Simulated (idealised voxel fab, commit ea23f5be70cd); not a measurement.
Documented hereafter: the process module known as voxel wiring stack.
The figure presents cross-section cut, which has a width of 205 nm and is divided into square cells with an edge length of 5 nm.
How to read a cross-section here: the picture is a grid of square cells, written as bands going from the top down, and any band can span one or more rows of cells. In this notation a band is specified by the heights of its top and bottom, in that order and in nm, after which its materials appear from left to right, each paired with its width in nm. The word "full width" attached to a single material means that material fills the band from edge to edge; the word "blank" stands for empty space. Note: height 0 marks the level under which the wafer is uniformly one material as received. Lowest band unbounded below, written "0 down". Width spec "30 to 40" -> top row of cells at first value, bottom row at second value, equal per-row change in between. Where the words "no change occurred" appear for a step, the cross-section shows no cell changed by that step; every cell remained as before. Heads up: "Closed cavities" only lists the empty pockets with no open path to the top that are 8 cells or more, and it writes them as width x height at distance, distance from the left edge, in nm. Where a step's line continues beyond its settings, the continuation is a remark by the simulator itself on that step. When a step includes a mask, the "overlay nm" setting on its line states how far to the right of its planned place that mask lay, and negative values state how far to the left.
-- Process steps foreseen in the plan
1 RECEIVE,material Si
2 CONFORMAL_DEP,material SiO2,thk nm 10
3 DIRECTIONAL_DEP,material TiN,thk nm 5
4 DIRECTIONAL_DEP,material W,thk nm 20
5 DIRECTIONAL_DEP,material aC,thk nm 15
6 PATTERN,tone cover,mask id METAL_1,material resist,width nm 30,pitch nm 50,thk nm 35,overlay nm 0
7 DIRECTIONAL_ETCH,etch materials aC,depth nm 15
8 STRIP,etch materials resist
9 DIRECTIONAL_ETCH,etch materials W,depth nm 20
10 DIRECTIONAL_ETCH,etch materials TiN,depth nm 5
11 STRIP,etch materials aC
12 FILL_DEP,material lowk,thk nm 5
13 CMP,height nm 35
14 CONFORMAL_DEP,material SiCN,thk nm 5
15 DIRECTIONAL_DEP,material lowk,thk nm 25
16 MASKED_ETCH,tone open,mask id METAL_2_HOLES,width nm 15,pitch nm 50,etch materials lowk,depth nm 25,overlay nm 0
17 MASKED_ETCH,tone open,mask id METAL_2,width nm 30,pitch nm 50,etch materials lowk,depth nm 15,overlay nm 0
18 MASKED_ETCH,tone open,mask id METAL_2,width nm 30,pitch nm 50,etch materials SiCN,depth nm 5,overlay nm 0
19 CONFORMAL_DEP,material TiN,thk nm 5
20 FILL_DEP,material Cu,thk nm 5
21 CMP,height nm 65
22 CONFORMAL_DEP,material SiN,thk nm 5
-- Wafer as received: cross-section following step 1
    0 down: Si full width
    Closed cavities: none
-- Cross-sectional image of the first of two wafers at the end of the module, the run having proceeded as planned
    70 to 65: SiN full width
    65 to 55: lowk (60) | TiN (5) | Cu (20) | TiN (5) | lowk (20) | TiN (5) | Cu (20) | TiN (5) | lowk (65)
    55 to 50: lowk (60) | TiN (5) | Cu (5) | TiN (20) | lowk (20) | TiN (5) | Cu (5) | TiN (20) | lowk (65)
    50 to 40: lowk (60) | TiN (5) | Cu (5) | TiN (5) | lowk (35) | TiN (5) | Cu (5) | TiN (5) | lowk (80)
    40 to 35: SiCN (60) | TiN (15) | SiCN (35) | TiN (15) | SiCN (80)
    35 to 15: lowk (60) | W (30) | lowk (20) | W (30) | lowk (65)
    15 to 10: lowk (60) | TiN (30) | lowk (20) | TiN (30) | lowk (65)
    10 to 0: SiO2 full width
    0 down: Si full width
    Closed cavities: none
-- Here is the second of the two wafers cut open at the end of the module - same start, same plan as the first one, but we made one mistake running it
    70 to 65: SiN full width
    65 to 55: lowk (60) | TiN (5) | Cu (20) | TiN (5) | lowk (20) | TiN (5) | Cu (20) | TiN (5) | lowk (65)
    55 to 50: lowk (60) | TiN (5) | Cu (5) | TiN (20) | lowk (20) | TiN (5) | Cu (5) | TiN (20) | lowk (65)
    50 to 40: lowk (60) | TiN (5) | Cu (5) | TiN (5) | lowk (35) | TiN (5) | Cu (5) | TiN (5) | lowk (80)
    40 to 35: SiCN (60) | TiN (15) | SiCN (35) | TiN (15) | SiCN (80)
    35 to 15: lowk (60) | W (30) | lowk (20) | W (30) | lowk (65)
    15 to 5: SiO2 full width
    5 to 0: TiN full width
    0 down: Si full width
    Closed cavities: none
What went wrong in running the wafer? the intended sequence of steps 2 and 3 was reversed during processing, with each occupying the position of the other
Cell-count delta at end, second wafer over first, by material: +29 TiN | -29 lowk
